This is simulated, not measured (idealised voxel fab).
This section sets out a process module, namely voxel wiring stack.
Xsec cut, 260 nm wide, square cell size 5 nm.
For the purposes of this document, a cross-section shall be understood as a grid of square cells, specified as bands listed in top-to-bottom order, each band consisting of one or more rows of cells.
A band entry consists of two parts. The first gives the height of the band's top and the height of its bottom, in nm. The rest lists the band's materials from left to right, each with its width in nm. A single material labelled with the word "all across" fills the band from edge to edge, and the word "air" marks empty space.
The level at which height equals 0 is the one under which the wafer, as it arrives, is entirely one material. No lower edge exists for the bottom band, which continues downward and is notated as in "0..down".
Think of "30 to 40" as a width that walks from the first number to the second as you go down the band, top row to bottom row, taking equal-sized steps from row to row.
"changes: none", as given for a step, is the statement that not any cell of the cross-section underwent a change during that step.
In "Voids, fully enclosed" the enclosed voids are listed, meaning empty spaces of 8 cells or larger without any opening to the top. The form is width x height at distance, distance from the left edge, units nm.
Post-settings text on a step line: simulator's own remark regarding the step.
"overlay nm", when on a step's line for a step with a mask, measures how far to the right of its planned place the mask lay; a negative measure means to the left.

**Process steps - plan**
- 1: RECEIVE with material Si
- 2: CONFORMAL_DEP with material SiO2, thk nm 15
- 3: CONFORMAL_DEP with material SiCN, thk nm 5
- 4: DIRECTIONAL_DEP with material lowk, thk nm 25
- 5: PATTERN with tone open, mask id METAL_1, material resist, width nm 25, pitch nm 40, thk nm 15, overlay nm 0
- 6: DIRECTIONAL_ETCH with etch materials lowk, depth nm 25
- 7: DIRECTIONAL_ETCH with etch materials SiCN, depth nm 5
- 8: STRIP with etch materials resist
- 9: CONFORMAL_DEP with material TiN, thk nm 5
- 10: FILL_DEP with material Cu, thk nm 10
- 11: CMP with height nm 45
- 12: CONFORMAL_DEP with material SiCN, thk nm 5
- 13: DIRECTIONAL_DEP with material lowk, thk nm 35
- 14: PATTERN with tone open, mask id METAL_2_HOLES, material resist, width nm 15, pitch nm 40, thk nm 15, overlay nm 0
- 15: DIRECTIONAL_ETCH with etch materials lowk, depth nm 35
- 16: STRIP with etch materials resist
- 17: MASKED_ETCH with tone open, mask id METAL_2, width nm 25, pitch nm 40, etch materials lowk, depth nm 20, overlay nm 0
- 18: MASKED_ETCH with tone open, mask id METAL_2, width nm 25, pitch nm 40, etch materials SiCN, depth nm 5, overlay nm 0
- 19: CONFORMAL_DEP with material TiN, thk nm 5
- 20: FILL_DEP with material Ru, thk nm 5
- 21: CMP with height nm 85
- 22: CONFORMAL_DEP with material SiCN, thk nm 5
- 23: DIRECTIONAL_DEP with material lowk, thk nm 35
- 24: DIRECTIONAL_DEP with material aC, thk nm 10
- 25: PATTERN with tone open, mask id METAL_3, material resist, width nm 25, pitch nm 40, thk nm 30, overlay nm 0
- 26: DIRECTIONAL_ETCH with etch materials aC, depth nm 10
- 27: STRIP with etch materials resist
- 28: DIRECTIONAL_ETCH with etch materials lowk, depth nm 20
- 29: STRIP with etch materials aC
- 30: DIRECTIONAL_DEP with material aC, thk nm 10
- 31: PATTERN with tone open, mask id METAL_3_HOLES, material resist, width nm 15, pitch nm 80, thk nm 30, overlay nm 0
- 32: DIRECTIONAL_ETCH with etch materials aC, depth nm 10
- 33: STRIP with etch materials resist
- 34: DIRECTIONAL_ETCH with etch materials lowk, depth nm 15
- 35: DIRECTIONAL_ETCH with etch materials SiCN, depth nm 5
- 36: STRIP with etch materials aC
- 37: CONFORMAL_DEP with material TiN, thk nm 5
- 38: FILL_DEP with material Cu, thk nm 10
- 39: CMP with height nm 125
- 40: CONFORMAL_DEP with material SiCN, thk nm 5
- 41: DIRECTIONAL_DEP with material lowk, thk nm 35
- 42: PATTERN with tone open, mask id METAL_4_HOLES, material resist, width nm 15, pitch nm 40, thk nm 20, overlay nm 0
- 43: DIRECTIONAL_ETCH with etch materials lowk, depth nm 35
- 44: STRIP with etch materials resist
- 45: DIRECTIONAL_DEP with material aC, thk nm 10
- 46: PATTERN with tone open, mask id METAL_4, material resist, width nm 25, pitch nm 40, thk nm 30, overlay nm 0
- 47: DIRECTIONAL_ETCH with etch materials aC, depth nm 10
- 48: STRIP with etch materials resist
- 49: DIRECTIONAL_ETCH with etch materials lowk, depth nm 20
- 50: DIRECTIONAL_ETCH with etch materials SiCN, depth nm 5
- 51: STRIP with etch materials aC
- 52: CONFORMAL_DEP with material TiN, thk nm 5
- 53: FILL_DEP with material Cu, thk nm 10
- 54: CMP with height nm 165
- 55: CONFORMAL_DEP with material SiCN, thk nm 5

**First out of two wafers; run went to plan**

**Wafer at receipt (post step 1), cross-section**
> 0..down = Si all across
> Voids, fully enclosed: none

**Step 2 done - wafer cross-section**
> 15..0 = SiO2 all across
> Anything lower than 0 is untouched.

**Step 3 done - wafer cross-section**
> 20..15 = SiCN all across
> Anything lower than 15 is untouched.

**Step 4 done - wafer cross-section**
> 45..20 = lowk all across
> Anything lower than 20 is untouched.

**Step 5 done - wafer cross-section**
> 60..45 = 75 of resist, then 25 of air, then 15 of resist, then 25 of air, then 15 of resist, then 25 of air, then 80 of resist
> Anything lower than 45 is untouched.

**Step 6 done - wafer cross-section**
> 60..45 = 75 of resist, then 25 of air, then 15 of resist, then 25 of air, then 15 of resist, then 25 of air, then 80 of resist
> 45..20 = 75 of lowk, then 25 of air, then 15 of lowk, then 25 of air, then 15 of lowk, then 25 of air, then 80 of lowk
> Anything lower than 20 is untouched.

**Step 7 done - wafer cross-section**
> 60..45 = 75 of resist, then 25 of air, then 15 of resist, then 25 of air, then 15 of resist, then 25 of air, then 80 of resist
> 45..20 = 75 of lowk, then 25 of air, then 15 of lowk, then 25 of air, then 15 of lowk, then 25 of air, then 80 of lowk
> 20..15 = 75 of SiCN, then 25 of air, then 15 of SiCN, then 25 of air, then 15 of SiCN, then 25 of air, then 80 of SiCN
> Anything lower than 15 is untouched.

**Step 8 done - wafer cross-section**
> 45..20 = 75 of lowk, then 25 of air, then 15 of lowk, then 25 of air, then 15 of lowk, then 25 of air, then 80 of lowk
> Anything lower than 20 is untouched.

**Step 9 done - wafer cross-section**
> 50..45 = 80 of TiN, then 15 of air, then 25 of TiN, then 15 of air, then 25 of TiN, then 15 of air, then 85 of TiN
> 45..20 = 75 of lowk, then 5 of TiN, then 15 of air, then 5 of TiN, then 15 of lowk, then 5 of TiN, then 15 of air, then 5 of TiN, then 15 of lowk, then 5 of TiN, then 15 of air, then 5 of TiN, then 80 of lowk
> 20..15 = 75 of SiCN, then 25 of TiN, then 15 of SiCN, then 25 of TiN, then 15 of SiCN, then 25 of TiN, then 80 of SiCN
> Anything lower than 15 is untouched.

**Step 10 done - wafer cross-section**
> 60..50 = Cu all across
> 50..45 = 80 of TiN, then 15 of Cu, then 25 of TiN, then 15 of Cu, then 25 of TiN, then 15 of Cu, then 85 of TiN
> 45..20 = 75 of lowk, then 5 of TiN, then 15 of Cu, then 5 of TiN, then 15 of lowk, then 5 of TiN, then 15 of Cu, then 5 of TiN, then 15 of lowk, then 5 of TiN, then 15 of Cu, then 5 of TiN, then 80 of lowk
> Anything lower than 20 is untouched.

**Step 11 done - wafer cross-section**
> 45..20 = 75 of lowk, then 5 of TiN, then 15 of Cu, then 5 of TiN, then 15 of lowk, then 5 of TiN, then 15 of Cu, then 5 of TiN, then 15 of lowk, then 5 of TiN, then 15 of Cu, then 5 of TiN, then 80 of lowk
> Anything lower than 20 is untouched.

**Step 12 done - wafer cross-section**
> 50..45 = SiCN all across
> Anything lower than 45 is untouched.

**Step 13 done - wafer cross-section**
> 85..50 = lowk all across
> Anything lower than 50 is untouched.

**Step 14 done - wafer cross-section**
> 100..85 = 75 of resist, then 15 of air, then 25 of resist, then 15 of air, then 25 of resist, then 15 of air, then 90 of resist
> Anything lower than 85 is untouched.

**Step 15 done - wafer cross-section**
> 100..85 = 75 of resist, then 15 of air, then 25 of resist, then 15 of air, then 25 of resist, then 15 of air, then 90 of resist
> 85..50 = 75 of lowk, then 15 of air, then 25 of lowk, then 15 of air, then 25 of lowk, then 15 of air, then 90 of lowk
> Anything lower than 50 is untouched.

**Step 16 done - wafer cross-section**
> 85..50 = 75 of lowk, then 15 of air, then 25 of lowk, then 15 of air, then 25 of lowk, then 15 of air, then 90 of lowk
> Anything lower than 50 is untouched.

**Step 17 done - wafer cross-section**
> 85..65 = 75 of lowk, then 25 of air, then 15 of lowk, then 25 of air, then 15 of lowk, then 25 of air, then 80 of lowk
> Anything lower than 65 is untouched.

**Step 18 done - wafer cross-section**
> 85..65 = 75 of lowk, then 25 of air, then 15 of lowk, then 25 of air, then 15 of lowk, then 25 of air, then 80 of lowk
> 65..50 = 75 of lowk, then 15 of air, then 25 of lowk, then 15 of air, then 25 of lowk, then 15 of air, then 90 of lowk
> 50..45 = 75 of SiCN, then 15 of air, then 25 of SiCN, then 15 of air, then 25 of SiCN, then 15 of air, then 90 of SiCN
> Anything lower than 45 is untouched.

**Step 19 done - wafer cross-section**
> 90..85 = 80 of TiN, then 15 of air, then 25 of TiN, then 15 of air, then 25 of TiN, then 15 of air, then 85 of TiN
> 85..70 = 75 of lowk, then 5 of TiN, then 15 of air, then 5 of TiN, then 15 of lowk, then 5 of TiN, then 15 of air, then 5 of TiN, then 15 of lowk, then 5 of TiN, then 15 of air, then 5 of TiN, then 80 of lowk
> 70..65 = 75 of lowk, then 5 of TiN, then 5 of air, then 15 of TiN, then 15 of lowk, then 5 of TiN, then 5 of air, then 15 of TiN, then 15 of lowk, then 5 of TiN, then 5 of air, then 15 of TiN, then 80 of lowk
> 65..50 = 75 of lowk, then 5 of TiN, then 5 of air, then 5 of TiN, then 25 of lowk, then 5 of TiN, then 5 of air, then 5 of TiN, then 25 of lowk, then 5 of TiN, then 5 of air, then 5 of TiN, then 90 of lowk
> 50..45 = 75 of SiCN, then 15 of TiN, then 25 of SiCN, then 15 of TiN, then 25 of SiCN, then 15 of TiN, then 90 of SiCN
> Anything lower than 45 is untouched.

**Step 20 done - wafer cross-section**
> 95..90 = Ru all across
> 90..85 = 80 of TiN, then 15 of Ru, then 25 of TiN, then 15 of Ru, then 25 of TiN, then 15 of Ru, then 85 of TiN
> 85..70 = 75 of lowk, then 5 of TiN, then 15 of Ru, then 5 of TiN, then 15 of lowk, then 5 of TiN, then 15 of Ru, then 5 of TiN, then 15 of lowk, then 5 of TiN, then 15 of Ru, then 5 of TiN, then 80 of lowk
> 70..65 = 75 of lowk, then 5 of TiN, then 5 of Ru, then 15 of TiN, then 15 of lowk, then 5 of TiN, then 5 of Ru, then 15 of TiN, then 15 of lowk, then 5 of TiN, then 5 of Ru, then 15 of TiN, then 80 of lowk
> 65..50 = 75 of lowk, then 5 of TiN, then 5 of Ru, then 5 of TiN, then 25 of lowk, then 5 of TiN, then 5 of Ru, then 5 of TiN, then 25 of lowk, then 5 of TiN, then 5 of Ru, then 5 of TiN, then 90 of lowk
> Anything lower than 50 is untouched.

**Step 21 done - wafer cross-section**
> 85..70 = 75 of lowk, then 5 of TiN, then 15 of Ru, then 5 of TiN, then 15 of lowk, then 5 of TiN, then 15 of Ru, then 5 of TiN, then 15 of lowk, then 5 of TiN, then 15 of Ru, then 5 of TiN, then 80 of lowk
> Anything lower than 70 is untouched.

**Step 22 done - wafer cross-section**
> 90..85 = SiCN all across
> Anything lower than 85 is untouched.

**Step 23 done - wafer cross-section**
> 125..90 = lowk all across
> Anything lower than 90 is untouched.

**Step 24 done - wafer cross-section**
> 135..125 = aC all across
> Anything lower than 125 is untouched.

**Step 25 done - wafer cross-section**
> 165..135 = 75 of resist, then 25 of air, then 15 of resist, then 25 of air, then 15 of resist, then 25 of air, then 80 of resist
> Anything lower than 135 is untouched.

**Step 26 done - wafer cross-section**
> 155..135 = 75 of resist, then 25 of air, then 15 of resist, then 25 of air, then 15 of resist, then 25 of air, then 80 of resist
> 135..125 = 75 of aC, then 25 of air, then 15 of aC, then 25 of air, then 15 of aC, then 25 of air, then 80 of aC
> Anything lower than 125 is untouched.

**Step 27 done - wafer cross-section**
> 135..125 = 75 of aC, then 25 of air, then 15 of aC, then 25 of air, then 15 of aC, then 25 of air, then 80 of aC
> Anything lower than 125 is untouched.

**Step 28 done - wafer cross-section**
> 135..125 = 75 of aC, then 25 of air, then 15 of aC, then 25 of air, then 15 of aC, then 25 of air, then 80 of aC
> 125..105 = 75 of lowk, then 25 of air, then 15 of lowk, then 25 of air, then 15 of lowk, then 25 of air, then 80 of lowk
> Anything lower than 105 is untouched.

**Step 29 done - wafer cross-section**
> 125..105 = 75 of lowk, then 25 of air, then 15 of lowk, then 25 of air, then 15 of lowk, then 25 of air, then 80 of lowk
> Anything lower than 105 is untouched.

**Step 30 done - wafer cross-section**
> 135..125 = 75 of aC, then 25 of air, then 15 of aC, then 25 of air, then 15 of aC, then 25 of air, then 80 of aC
> 125..115 = 75 of lowk, then 25 of air, then 15 of lowk, then 25 of air, then 15 of lowk, then 25 of air, then 80 of lowk
> 115..105 = 75 of lowk, then 25 of aC, then 15 of lowk, then 25 of aC, then 15 of lowk, then 25 of aC, then 80 of lowk
> Anything lower than 105 is untouched.

**Step 31 done - wafer cross-section**
> 165..135 = 75 of resist, then 15 of air, then 65 of resist, then 15 of air, then 90 of resist
> 135..125 = 75 of aC, then 15 of air, then 10 of resist, then 15 of aC, then 25 of resist, then 15 of aC, then 15 of air, then 10 of resist, then 80 of aC
> 125..115 = 75 of lowk, then 15 of air, then 10 of resist, then 15 of lowk, then 25 of resist, then 15 of lowk, then 15 of air, then 10 of resist, then 80 of lowk
> Anything lower than 115 is untouched.

**Step 32 done - wafer cross-section**
> 155..135 = 75 of resist, then 15 of air, then 65 of resist, then 15 of air, then 90 of resist
> 135..125 = 75 of aC, then 15 of air, then 10 of resist, then 15 of aC, then 25 of resist, then 15 of aC, then 15 of air, then 10 of resist, then 80 of aC
> 125..115 = 75 of lowk, then 15 of air, then 10 of resist, then 15 of lowk, then 25 of resist, then 15 of lowk, then 15 of air, then 10 of resist, then 80 of lowk
> 115..105 = 75 of lowk, then 15 of air, then 10 of aC, then 15 of lowk, then 25 of aC, then 15 of lowk, then 15 of air, then 10 of aC, then 80 of lowk
> Anything lower than 105 is untouched.

**Step 33 done - wafer cross-section**
> 135..125 = 75 of aC, then 25 of air, then 15 of aC, then 25 of air, then 15 of aC, then 25 of air, then 80 of aC
> 125..115 = 75 of lowk, then 25 of air, then 15 of lowk, then 25 of air, then 15 of lowk, then 25 of air, then 80 of lowk
> Anything lower than 115 is untouched.

**Step 34 done - wafer cross-section**
> 135..125 = 75 of aC, then 25 of air, then 15 of aC, then 25 of air, then 15 of aC, then 25 of air, then 80 of aC
> 125..115 = 75 of lowk, then 25 of air, then 15 of lowk, then 25 of air, then 15 of lowk, then 25 of air, then 80 of lowk
> 115..105 = 75 of lowk, then 15 of air, then 10 of aC, then 15 of lowk, then 25 of aC, then 15 of lowk, then 15 of air, then 10 of aC, then 80 of lowk
> 105..90 = 75 of lowk, then 15 of air, then 65 of lowk, then 15 of air, then 90 of lowk
> Anything lower than 90 is untouched.

**Step 35 done - wafer cross-section**
> 135..125 = 75 of aC, then 25 of air, then 15 of aC, then 25 of air, then 15 of aC, then 25 of air, then 80 of aC
> 125..115 = 75 of lowk, then 25 of air, then 15 of lowk, then 25 of air, then 15 of lowk, then 25 of air, then 80 of lowk
> 115..105 = 75 of lowk, then 15 of air, then 10 of aC, then 15 of lowk, then 25 of aC, then 15 of lowk, then 15 of air, then 10 of aC, then 80 of lowk
> 105..90 = 75 of lowk, then 15 of air, then 65 of lowk, then 15 of air, then 90 of lowk
> 90..85 = 75 of SiCN, then 15 of air, then 65 of SiCN, then 15 of air, then 90 of SiCN
> Anything lower than 85 is untouched.

**Step 36 done - wafer cross-section**
> 125..105 = 75 of lowk, then 25 of air, then 15 of lowk, then 25 of air, then 15 of lowk, then 25 of air, then 80 of lowk
> Anything lower than 105 is untouched.

**Step 37 done - wafer cross-section**
> 130..125 = 80 of TiN, then 15 of air, then 25 of TiN, then 15 of air, then 25 of TiN, then 15 of air, then 85 of TiN
> 125..110 = 75 of lowk, then 5 of TiN, then 15 of air, then 5 of TiN, then 15 of lowk, then 5 of TiN, then 15 of air, then 5 of TiN, then 15 of lowk, then 5 of TiN, then 15 of air, then 5 of TiN, then 80 of lowk
> 110..105 = 75 of lowk, then 5 of TiN, then 5 of air, then 15 of TiN, then 15 of lowk, then 25 of TiN, then 15 of lowk, then 5 of TiN, then 5 of air, then 15 of TiN, then 80 of lowk
> 105..90 = 75 of lowk, then 5 of TiN, then 5 of air, then 5 of TiN, then 65 of lowk, then 5 of TiN, then 5 of air, then 5 of TiN, then 90 of lowk
> 90..85 = 75 of SiCN, then 15 of TiN, then 65 of SiCN, then 15 of TiN, then 90 of SiCN
> Anything lower than 85 is untouched.

**Step 38 done - wafer cross-section**
> 140..130 = Cu all across
> 130..125 = 80 of TiN, then 15 of Cu, then 25 of TiN, then 15 of Cu, then 25 of TiN, then 15 of Cu, then 85 of TiN
> 125..110 = 75 of lowk, then 5 of TiN, then 15 of Cu, then 5 of TiN, then 15 of lowk, then 5 of TiN, then 15 of Cu, then 5 of TiN, then 15 of lowk, then 5 of TiN, then 15 of Cu, then 5 of TiN, then 80 of lowk
> 110..105 = 75 of lowk, then 5 of TiN, then 5 of Cu, then 15 of TiN, then 15 of lowk, then 25 of TiN, then 15 of lowk, then 5 of TiN, then 5 of Cu, then 15 of TiN, then 80 of lowk
> 105..90 = 75 of lowk, then 5 of TiN, then 5 of Cu, then 5 of TiN, then 65 of lowk, then 5 of TiN, then 5 of Cu, then 5 of TiN, then 90 of lowk
> Anything lower than 90 is untouched.

**Step 39 done - wafer cross-section**
> 125..110 = 75 of lowk, then 5 of TiN, then 15 of Cu, then 5 of TiN, then 15 of lowk, then 5 of TiN, then 15 of Cu, then 5 of TiN, then 15 of lowk, then 5 of TiN, then 15 of Cu, then 5 of TiN, then 80 of lowk
> Anything lower than 110 is untouched.

**Step 40 done - wafer cross-section**
> 130..125 = SiCN all across
> Anything lower than 125 is untouched.

**Step 41 done - wafer cross-section**
> 165..130 = lowk all across
> Anything lower than 130 is untouched.

**Step 42 done - wafer cross-section**
> 185..165 = 75 of resist, then 15 of air, then 25 of resist, then 15 of air, then 25 of resist, then 15 of air, then 90 of resist
> Anything lower than 165 is untouched.

**Step 43 done - wafer cross-section**
> 185..165 = 75 of resist, then 15 of air, then 25 of resist, then 15 of air, then 25 of resist, then 15 of air, then 90 of resist
> 165..130 = 75 of lowk, then 15 of air, then 25 of lowk, then 15 of air, then 25 of lowk, then 15 of air, then 90 of lowk
> Anything lower than 130 is untouched.

**Step 44 done - wafer cross-section**
> 165..130 = 75 of lowk, then 15 of air, then 25 of lowk, then 15 of air, then 25 of lowk, then 15 of air, then 90 of lowk
> Anything lower than 130 is untouched.

**Step 45 done - wafer cross-section**
> 175..165 = 75 of aC, then 15 of air, then 25 of aC, then 15 of air, then 25 of aC, then 15 of air, then 90 of aC
> 165..140 = 75 of lowk, then 15 of air, then 25 of lowk, then 15 of air, then 25 of lowk, then 15 of air, then 90 of lowk
> 140..130 = 75 of lowk, then 15 of aC, then 25 of lowk, then 15 of aC, then 25 of lowk, then 15 of aC, then 90 of lowk
> Anything lower than 130 is untouched.

**Step 46 done - wafer cross-section**
> 205..175 = 75 of resist, then 25 of air, then 15 of resist, then 25 of air, then 15 of resist, then 25 of air, then 80 of resist
> Anything lower than 175 is untouched.

**Step 47 done - wafer cross-section**
> 195..175 = 75 of resist, then 25 of air, then 15 of resist, then 25 of air, then 15 of resist, then 25 of air, then 80 of resist
> 175..165 = 75 of aC, then 25 of air, then 15 of aC, then 25 of air, then 15 of aC, then 25 of air, then 80 of aC
> 165..130 = 75 of lowk, then 15 of air, then 25 of lowk, then 15 of air, then 25 of lowk, then 15 of air, then 90 of lowk
> Anything lower than 130 is untouched.

**Step 48 done - wafer cross-section**
> 175..165 = 75 of aC, then 25 of air, then 15 of aC, then 25 of air, then 15 of aC, then 25 of air, then 80 of aC
> Anything lower than 165 is untouched.

**Step 49 done - wafer cross-section**
> 175..165 = 75 of aC, then 25 of air, then 15 of aC, then 25 of air, then 15 of aC, then 25 of air, then 80 of aC
> 165..145 = 75 of lowk, then 25 of air, then 15 of lowk, then 25 of air, then 15 of lowk, then 25 of air, then 80 of lowk
> Anything lower than 145 is untouched.

**Step 50 done - wafer cross-section**
> 175..165 = 75 of aC, then 25 of air, then 15 of aC, then 25 of air, then 15 of aC, then 25 of air, then 80 of aC
> 165..145 = 75 of lowk, then 25 of air, then 15 of lowk, then 25 of air, then 15 of lowk, then 25 of air, then 80 of lowk
> 145..130 = 75 of lowk, then 15 of air, then 25 of lowk, then 15 of air, then 25 of lowk, then 15 of air, then 90 of lowk
> 130..125 = 75 of SiCN, then 15 of air, then 25 of SiCN, then 15 of air, then 25 of SiCN, then 15 of air, then 90 of SiCN
> Anything lower than 125 is untouched.

**Step 51 done - wafer cross-section**
> 165..145 = 75 of lowk, then 25 of air, then 15 of lowk, then 25 of air, then 15 of lowk, then 25 of air, then 80 of lowk
> Anything lower than 145 is untouched.

**Step 52 done - wafer cross-section**
> 170..165 = 80 of TiN, then 15 of air, then 25 of TiN, then 15 of air, then 25 of TiN, then 15 of air, then 85 of TiN
> 165..150 = 75 of lowk, then 5 of TiN, then 15 of air, then 5 of TiN, then 15 of lowk, then 5 of TiN, then 15 of air, then 5 of TiN, then 15 of lowk, then 5 of TiN, then 15 of air, then 5 of TiN, then 80 of lowk
> 150..145 = 75 of lowk, then 5 of TiN, then 5 of air, then 15 of TiN, then 15 of lowk, then 5 of TiN, then 5 of air, then 15 of TiN, then 15 of lowk, then 5 of TiN, then 5 of air, then 15 of TiN, then 80 of lowk
> 145..130 = 75 of lowk, then 5 of TiN, then 5 of air, then 5 of TiN, then 25 of lowk, then 5 of TiN, then 5 of air, then 5 of TiN, then 25 of lowk, then 5 of TiN, then 5 of air, then 5 of TiN, then 90 of lowk
> 130..125 = 75 of SiCN, then 15 of TiN, then 25 of SiCN, then 15 of TiN, then 25 of SiCN, then 15 of TiN, then 90 of SiCN
> Anything lower than 125 is untouched.

**Step 53 done - wafer cross-section**
> 180..170 = Cu all across
> 170..165 = 80 of TiN, then 15 of Cu, then 25 of TiN, then 15 of Cu, then 25 of TiN, then 15 of Cu, then 85 of TiN
> 165..150 = 75 of lowk, then 5 of TiN, then 15 of Cu, then 5 of TiN, then 15 of lowk, then 5 of TiN, then 15 of Cu, then 5 of TiN, then 15 of lowk, then 5 of TiN, then 15 of Cu, then 5 of TiN, then 80 of lowk
> 150..145 = 75 of lowk, then 5 of TiN, then 5 of Cu, then 15 of TiN, then 15 of lowk, then 5 of TiN, then 5 of Cu, then 15 of TiN, then 15 of lowk, then 5 of TiN, then 5 of Cu, then 15 of TiN, then 80 of lowk
> 145..130 = 75 of lowk, then 5 of TiN, then 5 of Cu, then 5 of TiN, then 25 of lowk, then 5 of TiN, then 5 of Cu, then 5 of TiN, then 25 of lowk, then 5 of TiN, then 5 of Cu, then 5 of TiN, then 90 of lowk
> Anything lower than 130 is untouched.

**Step 54 done - wafer cross-section**
> 165..150 = 75 of lowk, then 5 of TiN, then 15 of Cu, then 5 of TiN, then 15 of lowk, then 5 of TiN, then 15 of Cu, then 5 of TiN, then 15 of lowk, then 5 of TiN, then 15 of Cu, then 5 of TiN, then 80 of lowk
> Anything lower than 150 is untouched.

**Step 55 done - wafer cross-section**
> 170..165 = SiCN all across
> Anything lower than 165 is untouched.

**Companion wafer, the second of two: same beginning, same intended sequence, one mistake in carrying it out; through step 53 inclusive it tracks the first exactly**

Second wafer shown in cross-section at the time step 54 was slated to end: changes: none

**Second wafer shown in cross-section at the time step 55 was slated to end**
> 185..180 = SiCN all across
> Anything lower than 180 is untouched.
What was the processing mistake? step 54 of the plan was bypassed and not carried out
End of process, cell counts, second wafer against first, materials with more or fewer: Cu +113, TiN +43
